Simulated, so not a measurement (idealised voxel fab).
process module | voxel self aligned contacts
cross-section cut | 250 nm wide | cells 5 nm
A cross-section is a grid of square cells, given in bands from the top down. A band is one or more rows of cells.
Each band's line starts with the height of the band's top and of its bottom, in nm. Then come its materials from left to right, each with its width in nm. One material with "throughout" fills the band from edge to edge. "air" is empty space.
Height 0 is the level under which the wafer as received is all one material. The lowest band goes on downwards, as in "0 down".
A width such as "30 to 40" changes by the same amount from each row of cells to the next, from the band's top row to its bottom row.
"no change" after a step means that no cell of the cross-section changed.
closed voids: empty space of 8 cells or more with no open way to the top, each as width x height at its distance from the left edge, in nm
after a step's settings: what the simulator itself notes on the step
overlay nm, on a step with a mask: how far to the right of its planned place the mask lay; to the left if negative
plan
1 op RECEIVE | material Si
2 op OXIDIZE | depth nm 5
3 op DIRECTIONAL_DEP | material polySi | thk nm 30
4 op DIRECTIONAL_DEP | material SiN | thk nm 20
5 op PATTERN | tone cover | mask id GATE | material resist | width nm 25 | pitch nm 60 | thk nm 15 | overlay nm 0
6 op DIRECTIONAL_ETCH | etch materials SiN | depth nm 20
7 op DIRECTIONAL_ETCH | etch materials polySi | depth nm 30
8 op STRIP | etch materials resist
9 op CONFORMAL_DEP | material SiN | thk nm 10
10 op DIRECTIONAL_ETCH | etch materials SiN | depth nm 10
11 op FILL_DEP | material SiO2 | thk nm 10
12 op CMP | height nm 55
13 op DIRECTIONAL_DEP | material aC | thk nm 15
14 op PATTERN | tone open | mask id CONTACT | material resist | width nm 35 | thk nm 35 | overlay nm 0
15 op DIRECTIONAL_ETCH | etch materials aC | depth nm 15
16 op STRIP | etch materials resist
17 op DIRECTIONAL_ETCH | etch materials SiO2 | depth nm 60
18 op STRIP | etch materials aC
19 op CONFORMAL_DEP | material TiN | thk nm 5
20 op FILL_DEP | material W | thk nm 10
21 op CMP | height nm 55
22 op CONFORMAL_DEP | material SiCN | thk nm 5
varied across the wafers: width nm of step 14. The plan shows the first wafer's value. All wafers start alike
first wafer as received, after step 1
  0 down: Si throughout
  closed voids: none
each wafer at the end: cells of each material gained (+) or lost (-) since it was received, then its closed voids
width nm 35 | -50 Si | +50 SiCN | +120 SiN | +380 SiO2 | +29 TiN | +11 W | +60 polySi | closed voids: none
width nm 40 | -50 Si | +50 SiCN | +120 SiN | +379 SiO2 | +30 TiN | +11 W | +60 polySi | closed voids: none
width nm 45 | -50 Si | +50 SiCN | +120 SiN | +378 SiO2 | +31 TiN | +11 W | +60 polySi | closed voids: none
width nm 50 | -50 Si | +50 SiCN | +120 SiN | +377 SiO2 | +32 TiN | +11 W | +60 polySi | closed voids: none
width nm 55 | -50 Si | +50 SiCN | +120 SiN | +376 SiO2 | +33 TiN | +11 W | +60 polySi | closed voids: none
width nm 60 | -50 Si | +50 SiCN | +120 SiN | +375 SiO2 | +34 TiN | +11 W | +60 polySi | closed voids: none
